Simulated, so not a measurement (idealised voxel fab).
The following process module bears the name voxel wiring stack.
Square cells of 5 nm make up the cross-section cut, whose width is 200 nm.
In this document a cross-section is written as a grid of square cells. It is given as a series of bands, listed from the top down, and a band is one or more rows of cells.
The band entry comprises the height of the band's top followed by the height of its bottom, expressed in nm, and subsequently the band's materials from left to right, each stated together with its width in nm. Where a single material is marked with the word "all across", that material fills the band from edge to edge. The word "blank" represents empty space.
Heights from 0 (as-received wafer is one material below). Bottom band endless downward, as "0..down".
The notation "30->40" denotes a width that varies across the rows of cells in the band, beginning at the first number in the top row, finishing at the second number in the bottom row, and changing by an identical amount from each row to the next.
Where a step carries "remained the same", the cross-section came out of it unchanged, cell for cell.
Basically, "Entrapped void list" tells you about the enclosed voids: empty spaces with no open way to the top, 8 cells or bigger, each written width x height at distance, where distance is from the left edge, all in nm.
Post-settings text on a step line: simulator's own remark regarding the step.
overlay nm: mask offset rightward from planned place, masked step; negative means leftward offset.

Steps in the process plan
1: RECEIVE,material Si
2: CONFORMAL_DEP,material SiO2,thk nm 10
3: DIRECTIONAL_DEP,material TiN,thk nm 5
4: DIRECTIONAL_DEP,material W,thk nm 15
5: DIRECTIONAL_DEP,material aC,thk nm 10
6: PATTERN,tone cover,mask id METAL_1,material resist,width nm 30,pitch nm 60,thk nm 25,overlay nm 0
7: DIRECTIONAL_ETCH,etch materials aC,depth nm 10
8: STRIP,etch materials resist
9: DIRECTIONAL_ETCH,etch materials W,depth nm 15
10: DIRECTIONAL_ETCH,etch materials TiN,depth nm 5
11: STRIP,etch materials aC
12: FILL_DEP,material lowk,thk nm 10
13: CMP,height nm 30
14: CONFORMAL_DEP,material SiCN,thk nm 5
15: DIRECTIONAL_DEP,material SiO2,thk nm 30
16: MASKED_ETCH,tone open,mask id METAL_2_HOLES,width nm 15,pitch nm 120,etch materials SiO2,depth nm 30,overlay nm 0
17: MASKED_ETCH,tone open,mask id METAL_2,width nm 30,pitch nm 60,etch materials SiO2,depth nm 15,overlay nm 0
18: MASKED_ETCH,tone open,mask id METAL_2,width nm 30,pitch nm 60,etch materials SiCN,depth nm 5,overlay nm 0
19: CONFORMAL_DEP,material TiN,thk nm 5
20: FILL_DEP,material Ru,thk nm 5
21: CMP,height nm 65
22: CONFORMAL_DEP,material SiCN,thk nm 5
23: DIRECTIONAL_DEP,material SiO2,thk nm 15
24: MASKED_ETCH,tone open,mask id PLUG_2,width nm 15,pitch nm 60,etch materials SiO2,depth nm 15,overlay nm 0
25: MASKED_ETCH,tone open,mask id PLUG_2,width nm 15,pitch nm 60,etch materials SiCN,depth nm 5,overlay nm 0
26: EPI,material Ru,thk nm 10
27: EPI,material Ru,thk nm 10
28: CONFORMAL_DEP,material SiN,thk nm 5
29: DIRECTIONAL_DEP,material SiO2,thk nm 25
30: PATTERN,tone open,mask id METAL_3,material resist,width nm 30,pitch nm 60,thk nm 20,overlay nm 0
31: DIRECTIONAL_ETCH,etch materials SiO2,depth nm 25
32: DIRECTIONAL_ETCH,etch materials SiN,depth nm 5
33: STRIP,etch materials resist
34: CONFORMAL_DEP,material TiN,thk nm 5
35: FILL_DEP,material Ru,thk nm 5
36: CMP,height nm 115
37: CONFORMAL_DEP,material SiN,thk nm 5

On the first of the two wafers: run conducted according to plan

Cross-sectional view of the wafer in its as-received condition, corresponding to the state after step 1
* 0..down = Si all across
* Entrapped void list: none

Wafer after step 2 (cross-section)
* 10..0 = SiO2 all across
* Lower than 0, everything is as it was.

Wafer after step 3 (cross-section)
* 15..10 = TiN all across
* Lower than 10, everything is as it was.

Wafer after step 4 (cross-section)
* 30..15 = W all across
* Lower than 15, everything is as it was.

Wafer after step 5 (cross-section)
* 40..30 = aC all across
* Lower than 30, everything is as it was.

Wafer after step 6 (cross-section)
* 65..40 = blank 25 nm, resist 30 nm, blank 30 nm, resist 30 nm, blank 30 nm, resist 30 nm, blank 25 nm
* Lower than 40, everything is as it was.

Wafer after step 7 (cross-section)
* 55..40 = blank 25 nm, resist 30 nm, blank 30 nm, resist 30 nm, blank 30 nm, resist 30 nm, blank 25 nm
* 40..30 = blank 25 nm, aC 30 nm, blank 30 nm, aC 30 nm, blank 30 nm, aC 30 nm, blank 25 nm
* Lower than 30, everything is as it was.

Wafer after step 8 (cross-section)
* 40..30 = blank 25 nm, aC 30 nm, blank 30 nm, aC 30 nm, blank 30 nm, aC 30 nm, blank 25 nm
* Lower than 30, everything is as it was.

Wafer after step 9 (cross-section)
* 40..30 = blank 25 nm, aC 30 nm, blank 30 nm, aC 30 nm, blank 30 nm, aC 30 nm, blank 25 nm
* 30..15 = blank 25 nm, W 30 nm, blank 30 nm, W 30 nm, blank 30 nm, W 30 nm, blank 25 nm
* Lower than 15, everything is as it was.

Wafer after step 10 (cross-section)
* 40..30 = blank 25 nm, aC 30 nm, blank 30 nm, aC 30 nm, blank 30 nm, aC 30 nm, blank 25 nm
* 30..15 = blank 25 nm, W 30 nm, blank 30 nm, W 30 nm, blank 30 nm, W 30 nm, blank 25 nm
* 15..10 = blank 25 nm, TiN 30 nm, blank 30 nm, TiN 30 nm, blank 30 nm, TiN 30 nm, blank 25 nm
* Lower than 10, everything is as it was.

Wafer after step 11 (cross-section)
* 30..15 = blank 25 nm, W 30 nm, blank 30 nm, W 30 nm, blank 30 nm, W 30 nm, blank 25 nm
* Lower than 15, everything is as it was.

Wafer after step 12 (cross-section)
* 40..30 = lowk all across
* 30..15 = lowk 25 nm, W 30 nm, lowk 30 nm, W 30 nm, lowk 30 nm, W 30 nm, lowk 25 nm
* 15..10 = lowk 25 nm, TiN 30 nm, lowk 30 nm, TiN 30 nm, lowk 30 nm, TiN 30 nm, lowk 25 nm
* Lower than 10, everything is as it was.

Wafer after step 13 (cross-section)
* 30..15 = lowk 25 nm, W 30 nm, lowk 30 nm, W 30 nm, lowk 30 nm, W 30 nm, lowk 25 nm
* Lower than 15, everything is as it was.

Wafer after step 14 (cross-section)
* 35..30 = SiCN all across
* Lower than 30, everything is as it was.

Wafer after step 15 (cross-section)
* 65..35 = SiO2 all across
* Lower than 35, everything is as it was.

Wafer after step 16 (cross-section)
* 65..35 = SiO2 25 nm, blank 15 nm, SiO2 105 nm, blank 15 nm, SiO2 40 nm
* Lower than 35, everything is as it was.

Wafer after step 17 (cross-section)
* 65..50 = SiO2 25 nm, blank 30 nm, SiO2 30 nm, blank 30 nm, SiO2 30 nm, blank 30 nm, SiO2 25 nm
* Lower than 50, everything is as it was.

Wafer after step 18 (cross-section)
* 65..50 = SiO2 25 nm, blank 30 nm, SiO2 30 nm, blank 30 nm, SiO2 30 nm, blank 30 nm, SiO2 25 nm
* 50..35 = SiO2 25 nm, blank 15 nm, SiO2 105 nm, blank 15 nm, SiO2 40 nm
* 35..30 = SiCN 25 nm, blank 15 nm, SiCN 105 nm, blank 15 nm, SiCN 40 nm
* Lower than 30, everything is as it was.

Wafer after step 19 (cross-section)
* 70..65 = TiN 30 nm, blank 20 nm, TiN 40 nm, blank 20 nm, TiN 40 nm, blank 20 nm, TiN 30 nm
* 65..55 = SiO2 25 nm, TiN 5 nm, blank 20 nm, TiN 5 nm, SiO2 30 nm, TiN 5 nm, blank 20 nm, TiN 5 nm, SiO2 30 nm, TiN 5 nm, blank 20 nm, TiN 5 nm, SiO2 25 nm
* 55..50 = SiO2 25 nm, TiN 5 nm, blank 5 nm, TiN 20 nm, SiO2 30 nm, TiN 30 nm, SiO2 30 nm, TiN 5 nm, blank 5 nm, TiN 20 nm, SiO2 25 nm
* 50..35 = SiO2 25 nm, TiN 5 nm, blank 5 nm, TiN 5 nm, SiO2 105 nm, TiN 5 nm, blank 5 nm, TiN 5 nm, SiO2 40 nm
* 35..30 = SiCN 25 nm, TiN 15 nm, SiCN 105 nm, TiN 15 nm, SiCN 40 nm
* Lower than 30, everything is as it was.

Wafer after step 20 (cross-section)
* 75..70 = Ru all across
* 70..65 = TiN 30 nm, Ru 20 nm, TiN 40 nm, Ru 20 nm, TiN 40 nm, Ru 20 nm, TiN 30 nm
* 65..55 = SiO2 25 nm, TiN 5 nm, Ru 20 nm, TiN 5 nm, SiO2 30 nm, TiN 5 nm, Ru 20 nm, TiN 5 nm, SiO2 30 nm, TiN 5 nm, Ru 20 nm, TiN 5 nm, SiO2 25 nm
* 55..50 = SiO2 25 nm, TiN 5 nm, Ru 5 nm, TiN 20 nm, SiO2 30 nm, TiN 30 nm, SiO2 30 nm, TiN 5 nm, Ru 5 nm, TiN 20 nm, SiO2 25 nm
* 50..35 = SiO2 25 nm, TiN 5 nm, Ru 5 nm, TiN 5 nm, SiO2 105 nm, TiN 5 nm, Ru 5 nm, TiN 5 nm, SiO2 40 nm
* Lower than 35, everything is as it was.

Wafer after step 21 (cross-section)
* 65..55 = SiO2 25 nm, TiN 5 nm, Ru 20 nm, TiN 5 nm, SiO2 30 nm, TiN 5 nm, Ru 20 nm, TiN 5 nm, SiO2 30 nm, TiN 5 nm, Ru 20 nm, TiN 5 nm, SiO2 25 nm
* Lower than 55, everything is as it was.

Wafer after step 22 (cross-section)
* 70..65 = SiCN all across
* Lower than 65, everything is as it was.

Wafer after step 23 (cross-section)
* 85..70 = SiO2 all across
* Lower than 70, everything is as it was.

Wafer after step 24 (cross-section)
* 85..70 = SiO2 25 nm, blank 15 nm, SiO2 45 nm, blank 15 nm, SiO2 45 nm, blank 15 nm, SiO2 40 nm
* Lower than 70, everything is as it was.

Wafer after step 25 (cross-section)
* 85..70 = SiO2 25 nm, blank 15 nm, SiO2 45 nm, blank 15 nm, SiO2 45 nm, blank 15 nm, SiO2 40 nm
* 70..65 = SiCN 25 nm, blank 15 nm, SiCN 45 nm, blank 15 nm, SiCN 45 nm, blank 15 nm, SiCN 40 nm
* Lower than 65, everything is as it was.

Wafer after step 26 (cross-section)
* 85..75 = SiO2 25 nm, blank 15 nm, SiO2 45 nm, blank 15 nm, SiO2 45 nm, blank 15 nm, SiO2 40 nm
* 75..70 = SiO2 25 nm, Ru 15 nm, SiO2 45 nm, Ru 15 nm, SiO2 45 nm, Ru 15 nm, SiO2 40 nm
* 70..65 = SiCN 25 nm, Ru 15 nm, SiCN 45 nm, Ru 15 nm, SiCN 45 nm, Ru 15 nm, SiCN 40 nm
* Lower than 65, everything is as it was.

Wafer after step 27 (cross-section)
* 85..70 = SiO2 25 nm, Ru 15 nm, SiO2 45 nm, Ru 15 nm, SiO2 45 nm, Ru 15 nm, SiO2 40 nm
* Lower than 70, everything is as it was.

Wafer after step 28 (cross-section)
* 90..85 = SiN all across
* Lower than 85, everything is as it was.

Wafer after step 29 (cross-section)
* 115..90 = SiO2 all across
* Lower than 90, everything is as it was.

Wafer after step 30 (cross-section)
* 135..115 = resist 25 nm, blank 30 nm, resist 30 nm, blank 30 nm, resist 30 nm, blank 30 nm, resist 25 nm
* Lower than 115, everything is as it was.

Wafer after step 31 (cross-section)
* 135..115 = resist 25 nm, blank 30 nm, resist 30 nm, blank 30 nm, resist 30 nm, blank 30 nm, resist 25 nm
* 115..90 = SiO2 25 nm, blank 30 nm, SiO2 30 nm, blank 30 nm, SiO2 30 nm, blank 30 nm, SiO2 25 nm
* Lower than 90, everything is as it was.

Wafer after step 32 (cross-section)
* 135..115 = resist 25 nm, blank 30 nm, resist 30 nm, blank 30 nm, resist 30 nm, blank 30 nm, resist 25 nm
* 115..90 = SiO2 25 nm, blank 30 nm, SiO2 30 nm, blank 30 nm, SiO2 30 nm, blank 30 nm, SiO2 25 nm
* 90..85 = SiN 25 nm, blank 30 nm, SiN 30 nm, blank 30 nm, SiN 30 nm, blank 30 nm, SiN 25 nm
* Lower than 85, everything is as it was.

Wafer after step 33 (cross-section)
* 115..90 = SiO2 25 nm, blank 30 nm, SiO2 30 nm, blank 30 nm, SiO2 30 nm, blank 30 nm, SiO2 25 nm
* Lower than 90, everything is as it was.

Wafer after step 34 (cross-section)
* 120..115 = TiN 30 nm, blank 20 nm, TiN 40 nm, blank 20 nm, TiN 40 nm, blank 20 nm, TiN 30 nm
* 115..90 = SiO2 25 nm, TiN 5 nm, blank 20 nm, TiN 5 nm, SiO2 30 nm, TiN 5 nm, blank 20 nm, TiN 5 nm, SiO2 30 nm, TiN 5 nm, blank 20 nm, TiN 5 nm, SiO2 25 nm
* 90..85 = SiN 25 nm, TiN 30 nm, SiN 30 nm, TiN 30 nm, SiN 30 nm, TiN 30 nm, SiN 25 nm
* Lower than 85, everything is as it was.

Wafer after step 35 (cross-section)
* 125..120 = Ru all across
* 120..115 = TiN 30 nm, Ru 20 nm, TiN 40 nm, Ru 20 nm, TiN 40 nm, Ru 20 nm, TiN 30 nm
* 115..90 = SiO2 25 nm, TiN 5 nm, Ru 20 nm, TiN 5 nm, SiO2 30 nm, TiN 5 nm, Ru 20 nm, TiN 5 nm, SiO2 30 nm, TiN 5 nm, Ru 20 nm, TiN 5 nm, SiO2 25 nm
* Lower than 90, everything is as it was.

Wafer after step 36 (cross-section)
* 115..90 = SiO2 25 nm, TiN 5 nm, Ru 20 nm, TiN 5 nm, SiO2 30 nm, TiN 5 nm, Ru 20 nm, TiN 5 nm, SiO2 30 nm, TiN 5 nm, Ru 20 nm, TiN 5 nm, SiO2 25 nm
* Lower than 90, everything is as it was.

Wafer after step 37 (cross-section)
* 120..115 = SiN all across
* Lower than 115, everything is as it was.

The second wafer began exactly as the first did and followed the same plan, but one mistake was made while running it; through step 27 inclusive, the two wafers are identical

Second wafer, section view, time point: scheduled end of step 28: remained the same

Second wafer, section view, time point: scheduled end of step 29
* 110..85 = SiO2 all across
* Lower than 85, everything is as it was.

Second wafer, section view, time point: scheduled end of step 30
* 130..110 = resist 25 nm, blank 30 nm, resist 30 nm, blank 30 nm, resist 30 nm, blank 30 nm, resist 25 nm
* Lower than 110, everything is as it was.

Second wafer, section view, time point: scheduled end of step 31
* 130..110 = resist 25 nm, blank 30 nm, resist 30 nm, blank 30 nm, resist 30 nm, blank 30 nm, resist 25 nm
* 110..85 = SiO2 25 nm, blank 30 nm, SiO2 30 nm, blank 30 nm, SiO2 30 nm, blank 30 nm, SiO2 25 nm
* Lower than 85, everything is as it was.

Second wafer, section view, time point: scheduled end of step 32: remained the same

Second wafer, section view, time point: scheduled end of step 33
* 110..85 = SiO2 25 nm, blank 30 nm, SiO2 30 nm, blank 30 nm, SiO2 30 nm, blank 30 nm, SiO2 25 nm
* Lower than 85, everything is as it was.

Second wafer, section view, time point: scheduled end of step 34
* 115..110 = TiN 30 nm, blank 20 nm, TiN 40 nm, blank 20 nm, TiN 40 nm, blank 20 nm, TiN 30 nm
* 110..90 = SiO2 25 nm, TiN 5 nm, blank 20 nm, TiN 5 nm, SiO2 30 nm, TiN 5 nm, blank 20 nm, TiN 5 nm, SiO2 30 nm, TiN 5 nm, blank 20 nm, TiN 5 nm, SiO2 25 nm
* 90..85 = SiO2 25 nm, TiN 30 nm, SiO2 30 nm, TiN 30 nm, SiO2 30 nm, TiN 30 nm, SiO2 25 nm
* Lower than 85, everything is as it was.

Second wafer, section view, time point: scheduled end of step 35
* 120..115 = Ru all across
* 115..110 = TiN 30 nm, Ru 20 nm, TiN 40 nm, Ru 20 nm, TiN 40 nm, Ru 20 nm, TiN 30 nm
* 110..90 = SiO2 25 nm, TiN 5 nm, Ru 20 nm, TiN 5 nm, SiO2 30 nm, TiN 5 nm, Ru 20 nm, TiN 5 nm, SiO2 30 nm, TiN 5 nm, Ru 20 nm, TiN 5 nm, SiO2 25 nm
* Lower than 90, everything is as it was.

Second wafer, section view, time point: scheduled end of step 36
* 115..110 = TiN 30 nm, Ru 20 nm, TiN 40 nm, Ru 20 nm, TiN 40 nm, Ru 20 nm, TiN 30 nm
* Lower than 110, everything is as it was.

Second wafer, section view, time point: scheduled end of step 37
* 120..115 = SiN all across
* Lower than 115, everything is as it was.
what went wrong: step 28 of the plan never got run, it was skipped over
Bottom line after processing is that, in cells, the second wafer is up or down on some materials versus the first: SiN -22 | TiN +22
